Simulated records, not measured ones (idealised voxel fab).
process module | voxel ribs on slabs
cross-section cut | 270 nm wide | cells 5 nm
A cross-section is a grid of square cells, given in bands from the top down. A band is one or more rows of cells.
Each band's line starts with the height of the band's top and of its bottom, in nm. Then come its materials from left to right, each with its width in nm. One material with "throughout" fills the band from edge to edge. "air" is empty space.
Height 0 is the level under which the wafer as received is all one material. The lowest band goes on downwards, as in "0 down".
A width such as "30 to 40" changes by the same amount from each row of cells to the next, from the band's top row to its bottom row.
"no change" after a step means that no cell of the cross-section changed.
closed voids: empty space of 8 cells or more with no open way to the top, each as width x height at its distance from the left edge, in nm
after a step's settings: what the simulator itself notes on the step
overlay nm, on a step with a mask: how far to the right of its planned place the mask lay; to the left if negative
plan
1 op RECEIVE | material Si
2 op DIRECTIONAL_DEP | material SiO2 | thk nm 25
3 op DIRECTIONAL_DEP | material polySi | thk nm 25
4 op DIRECTIONAL_DEP | material aC | thk nm 15
5 op PATTERN | tone cover | mask id RIB | material resist | width nm 20 | thk nm 30 | overlay nm 0
6 op DIRECTIONAL_ETCH | etch materials aC | depth nm 15
7 op STRIP | etch materials resist
8 op DIRECTIONAL_ETCH | etch materials polySi | depth nm 15
9 op STRIP | etch materials aC
10 op MASKED_ETCH | tone cover | mask id SLAB | width nm 70 | etch materials polySi | depth nm 10 | overlay nm 0
11 op FILL_DEP | material SiO2 | thk nm 30
12 op CMP | height nm 70
13 op DIRECTIONAL_DEP | material TiN | thk nm 10
14 op MASKED_ETCH | tone cover | mask id HEATER | width nm 30 | etch materials TiN | depth nm 10 | overlay nm 0
15 op CONFORMAL_DEP | material SiO2 | thk nm 10
as received, after step 1
  0 down: Si throughout
  closed voids: none
first wafer at the end, as planned
  90 to 80: air 110 | SiO2 50 | air 110
  80 to 70: SiO2 120 | TiN 30 | SiO2 120
  70 to 50: SiO2 throughout
  50 to 35: SiO2 125 | polySi 20 | SiO2 125
  35 to 25: SiO2 100 | polySi 70 | SiO2 100
  25 to 0: SiO2 throughout
  0 down: Si throughout
  closed voids: none
second wafer at the end: like start, like plan, one mistake
  90 to 80: air 110 | SiO2 50 | air 110
  80 to 70: SiO2 120 | TiN 30 | SiO2 120
  70 to 60: SiO2 throughout
  60 to 45: SiO2 125 | polySi 20 | SiO2 125
  45 to 35: SiO2 100 | polySi 70 | SiO2 100
  35 to 0: SiO2 throughout
  0 down: Si throughout
  closed voids: none
what went wrong: step 2 ran as: op DIRECTIONAL_DEP | material SiO2 | thk nm 35
at the end the second wafer has, in cells: as many of each material as the first, in other places
